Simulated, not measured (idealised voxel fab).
The following is a process module called voxel gate over fins.
Square cells of 5 nm make up the cross-section cut, whose width is 220 nm.
If you're reading a cross-section in this doc, picture square cells in a grid; it comes to you as bands, top ones listed first down to the bottom, and a band can be one or more rows of cells.
Per band: top height and bottom height in nm, followed by the left-to-right materials and their widths in nm; "all across" marks a single material spanning edge to edge, "empty" marks empty space.
Heights are measured from 0, the level below which the as-received wafer is all one material; the lowest band has no bottom and continues downward, written as in "0 down".
Per-row width for "30..40": begins at first number (top row of band), ends at second number (bottom row), increment between rows held constant.
Where the words "no modification" appear for a step, the cross-section shows no cell changed by that step; every cell remained as before.
So "Sealed-off cavities" is basically the list of trapped voids: any empty space of 8 cells or more that can't reach the top through an opening. They're written width x height at distance, the distance being from the left edge, and it's all nm.
On a step's line, text after the settings is the simulator commenting on that step.
overlay nm, on a step with a mask: how far to the right of its planned place the mask lay; to the left if negative

**Intended process steps**
1,RECEIVE [material Si]
2,CONFORMAL_DEP [material SiN] [thk nm 10]
3,MASKED_ETCH [tone cover] [mask id FINS] [width nm 15] [pitch nm 35] [etch materials SiN] [depth nm 10] [overlay nm 0]
4,MASKED_ETCH [tone cover] [mask id FINS] [width nm 15] [pitch nm 35] [etch materials Si] [depth nm 30] [overlay nm 0]
5,OXIDIZE [depth nm 5]
6,FILL_DEP [material SiO2] [thk nm 10]
7,CMP [height nm 10]
8,SELECTIVE_ETCH [etch materials SiO2] [depth nm 25]
9,STRIP [etch materials SiN]
10,CONFORMAL_DEP [material HfO2] [thk nm 5]
11,CONFORMAL_DEP [material TiN] [thk nm 5]
12,CONFORMAL_DEP [material TiAl] [thk nm 5]
13,CONFORMAL_DEP [material TiN] [thk nm 5]
14,FILL_DEP [material W] [thk nm 15]
15,CMP [height nm 30]
16,CONFORMAL_DEP [material SiN] [thk nm 5]

**Wafer, first of two, run as planned**

**Wafer cross-section on receipt, i.e. after step 1**
- 0 down  Si all across
- Sealed-off cavities: none

**Step 2 complete: cross-section through the wafer**
- 10 to 0  SiN all across
- Below 0, no change.

**Step 3 complete: cross-section through the wafer**
- 10 to 0  empty: 85, then SiN: 15, then empty: 20, then SiN: 15, then empty: 85
- Below 0, no change.

**Step 4 complete: cross-section through the wafer**
- 10 to 0  empty: 85, then SiN: 15, then empty: 20, then SiN: 15, then empty: 85
- 0 to -30  empty: 85, then Si: 15, then empty: 20, then Si: 15, then empty: 85
- Below -30, no change.

**Step 5 complete: cross-section through the wafer**
- 10 to 0  empty: 85, then SiN: 15, then empty: 20, then SiN: 15, then empty: 85
- 0 to -30  empty: 85, then SiO2: 5, then Si: 5, then SiO2: 5, then empty: 20, then SiO2: 5, then Si: 5, then SiO2: 5, then empty: 85
- -30 to -35  SiO2: 90, then Si: 5, then SiO2: 30, then Si: 5, then SiO2: 90
- Below -35, no change.

**Step 6 complete: cross-section through the wafer**
- 20 to 10  SiO2 all across
- 10 to 0  SiO2: 85, then SiN: 15, then SiO2: 20, then SiN: 15, then SiO2: 85
- 0 to -35  SiO2: 90, then Si: 5, then SiO2: 30, then Si: 5, then SiO2: 90
- Below -35, no change.

**Step 7 complete: cross-section through the wafer**
- 10 to 0  SiO2: 85, then SiN: 15, then SiO2: 20, then SiN: 15, then SiO2: 85
- Below 0, no change.

**Step 8 complete: cross-section through the wafer**
- 10 to 0  empty: 85, then SiN: 15, then empty: 20, then SiN: 15, then empty: 85
- 0 to -15  empty: 90, then Si: 5, then empty: 30, then Si: 5, then empty: 90
- Below -15, no change.

**Step 9 complete: cross-section through the wafer**
- 0 to -15  empty: 90, then Si: 5, then empty: 30, then Si: 5, then empty: 90
- Below -15, no change.

**Step 10 complete: cross-section through the wafer**
- 5 to 0  empty: 85, then HfO2: 15, then empty: 20, then HfO2: 15, then empty: 85
- 0 to -10  empty: 85, then HfO2: 5, then Si: 5, then HfO2: 5, then empty: 20, then HfO2: 5, then Si: 5, then HfO2: 5, then empty: 85
- -10 to -15  HfO2: 90, then Si: 5, then HfO2: 30, then Si: 5, then HfO2: 90
- Below -15, no change.

**Step 11 complete: cross-section through the wafer**
- 10 to 5  empty: 80, then TiN: 25, then empty: 10, then TiN: 25, then empty: 80
- 5 to 0  empty: 80, then TiN: 5, then HfO2: 15, then TiN: 5, then empty: 10, then TiN: 5, then HfO2: 15, then TiN: 5, then empty: 80
- 0 to -5  empty: 80, then TiN: 5, then HfO2: 5, then Si: 5, then HfO2: 5, then TiN: 5, then empty: 10, then TiN: 5, then HfO2: 5, then Si: 5, then HfO2: 5, then TiN: 5, then empty: 80
- -5 to -10  TiN: 85, then HfO2: 5, then Si: 5, then HfO2: 5, then TiN: 20, then HfO2: 5, then Si: 5, then HfO2: 5, then TiN: 85
- Below -10, no change.

**Step 12 complete: cross-section through the wafer**
- 15 to 10  empty: 75, then TiAl: 70, then empty: 75
- 10 to 5  empty: 75, then TiAl: 5, then TiN: 25, then TiAl: 10, then TiN: 25, then TiAl: 5, then empty: 75
- 5 to 0  empty: 75, then TiAl: 5, then TiN: 5, then HfO2: 15, then TiN: 5, then TiAl: 10, then TiN: 5, then HfO2: 15, then TiN: 5, then TiAl: 5, then empty: 75
- 0 to -5  TiAl: 80, then TiN: 5, then HfO2: 5, then Si: 5, then HfO2: 5, then TiN: 5, then TiAl: 10, then TiN: 5, then HfO2: 5, then Si: 5, then HfO2: 5, then TiN: 5, then TiAl: 80
- Below -5, no change.

**Step 13 complete: cross-section through the wafer**
- 20 to 15  empty: 70, then TiN: 80, then empty: 70
- 15 to 10  empty: 70, then TiN: 5, then TiAl: 70, then TiN: 5, then empty: 70
- 10 to 5  empty: 70, then TiN: 5, then TiAl: 5, then TiN: 25, then TiAl: 10, then TiN: 25, then TiAl: 5, then TiN: 5, then empty: 70
- 5 to 0  TiN: 75, then TiAl: 5, then TiN: 5, then HfO2: 15, then TiN: 5, then TiAl: 10, then TiN: 5, then HfO2: 15, then TiN: 5, then TiAl: 5, then TiN: 75
- Below 0, no change.

**Step 14 complete: cross-section through the wafer**
- 35 to 20  W all across
- 20 to 15  W: 70, then TiN: 80, then W: 70
- 15 to 10  W: 70, then TiN: 5, then TiAl: 70, then TiN: 5, then W: 70
- 10 to 5  W: 70, then TiN: 5, then TiAl: 5, then TiN: 25, then TiAl: 10, then TiN: 25, then TiAl: 5, then TiN: 5, then W: 70
- Below 5, no change.

**Step 15 complete: cross-section through the wafer**
- 30 to 20  W all across
- Below 20, no change.

**Step 16 complete: cross-section through the wafer**
- 35 to 30  SiN all across
- Below 30, no change.

**Second Wafer (Identical Start and Plan, One Processing Error; Matches First Wafer Through Step 3)**

**Look at the second wafer in cross-section at the time step 4 ought to have finished**
- 10 to 0  empty: 85, then SiN: 15, then empty: 20, then SiN: 15, then empty: 85
- 0 to -60  empty: 85, then Si: 15, then empty: 20, then Si: 15, then empty: 85
- Below -60, no change.

**Look at the second wafer in cross-section at the time step 5 ought to have finished**
- 10 to 0  empty: 85, then SiN: 15, then empty: 20, then SiN: 15, then empty: 85
- 0 to -60  empty: 85, then SiO2: 5, then Si: 5, then SiO2: 5, then empty: 20, then SiO2: 5, then Si: 5, then SiO2: 5, then empty: 85
- -60 to -65  SiO2: 90, then Si: 5, then SiO2: 30, then Si: 5, then SiO2: 90
- Below -65, no change.

**Look at the second wafer in cross-section at the time step 6 ought to have finished**
- 20 to 10  SiO2 all across
- 10 to 0  SiO2: 85, then SiN: 15, then SiO2: 20, then SiN: 15, then SiO2: 85
- 0 to -65  SiO2: 90, then Si: 5, then SiO2: 30, then Si: 5, then SiO2: 90
- Below -65, no change.

**Look at the second wafer in cross-section at the time step 7 ought to have finished**
- 10 to 0  SiO2: 85, then SiN: 15, then SiO2: 20, then SiN: 15, then SiO2: 85
- Below 0, no change.

**Look at the second wafer in cross-section at the time step 8 ought to have finished**
- 10 to 0  empty: 85, then SiN: 15, then empty: 20, then SiN: 15, then empty: 85
- 0 to -15  empty: 90, then Si: 5, then empty: 30, then Si: 5, then empty: 90
- Below -15, no change.

**Look at the second wafer in cross-section at the time step 9 ought to have finished**
- 0 to -15  empty: 90, then Si: 5, then empty: 30, then Si: 5, then empty: 90
- Below -15, no change.

**Look at the second wafer in cross-section at the time step 10 ought to have finished**
- 5 to 0  empty: 85, then HfO2: 15, then empty: 20, then HfO2: 15, then empty: 85
- 0 to -10  empty: 85, then HfO2: 5, then Si: 5, then HfO2: 5, then empty: 20, then HfO2: 5, then Si: 5, then HfO2: 5, then empty: 85
- -10 to -15  HfO2: 90, then Si: 5, then HfO2: 30, then Si: 5, then HfO2: 90
- Below -15, no change.

**Look at the second wafer in cross-section at the time step 11 ought to have finished**
- 10 to 5  empty: 80, then TiN: 25, then empty: 10, then TiN: 25, then empty: 80
- 5 to 0  empty: 80, then TiN: 5, then HfO2: 15, then TiN: 5, then empty: 10, then TiN: 5, then HfO2: 15, then TiN: 5, then empty: 80
- 0 to -5  empty: 80, then TiN: 5, then HfO2: 5, then Si: 5, then HfO2: 5, then TiN: 5, then empty: 10, then TiN: 5, then HfO2: 5, then Si: 5, then HfO2: 5, then TiN: 5, then empty: 80
- -5 to -10  TiN: 85, then HfO2: 5, then Si: 5, then HfO2: 5, then TiN: 20, then HfO2: 5, then Si: 5, then HfO2: 5, then TiN: 85
- Below -10, no change.

**Look at the second wafer in cross-section at the time step 12 ought to have finished**
- 15 to 10  empty: 75, then TiAl: 70, then empty: 75
- 10 to 5  empty: 75, then TiAl: 5, then TiN: 25, then TiAl: 10, then TiN: 25, then TiAl: 5, then empty: 75
- 5 to 0  empty: 75, then TiAl: 5, then TiN: 5, then HfO2: 15, then TiN: 5, then TiAl: 10, then TiN: 5, then HfO2: 15, then TiN: 5, then TiAl: 5, then empty: 75
- 0 to -5  TiAl: 80, then TiN: 5, then HfO2: 5, then Si: 5, then HfO2: 5, then TiN: 5, then TiAl: 10, then TiN: 5, then HfO2: 5, then Si: 5, then HfO2: 5, then TiN: 5, then TiAl: 80
- Below -5, no change.

**Look at the second wafer in cross-section at the time step 13 ought to have finished**
- 20 to 15  empty: 70, then TiN: 80, then empty: 70
- 15 to 10  empty: 70, then TiN: 5, then TiAl: 70, then TiN: 5, then empty: 70
- 10 to 5  empty: 70, then TiN: 5, then TiAl: 5, then TiN: 25, then TiAl: 10, then TiN: 25, then TiAl: 5, then TiN: 5, then empty: 70
- 5 to 0  TiN: 75, then TiAl: 5, then TiN: 5, then HfO2: 15, then TiN: 5, then TiAl: 10, then TiN: 5, then HfO2: 15, then TiN: 5, then TiAl: 5, then TiN: 75
- Below 0, no change.

**Look at the second wafer in cross-section at the time step 14 ought to have finished**
- 35 to 20  W all across
- 20 to 15  W: 70, then TiN: 80, then W: 70
- 15 to 10  W: 70, then TiN: 5, then TiAl: 70, then TiN: 5, then W: 70
- 10 to 5  W: 70, then TiN: 5, then TiAl: 5, then TiN: 25, then TiAl: 10, then TiN: 25, then TiAl: 5, then TiN: 5, then W: 70
- Below 5, no change.

**Look at the second wafer in cross-section at the time step 15 ought to have finished**
- 30 to 20  W all across
- Below 20, no change.

**Look at the second wafer in cross-section at the time step 16 ought to have finished**
- 35 to 30  SiN all across
- Below 30, no change.
Want to know what went wrong? heads up, step 4 of the plan got done twice
FYI, end of process, the second wafer has more or fewer cells of some materials than the first: Si -252 | SiO2 +252
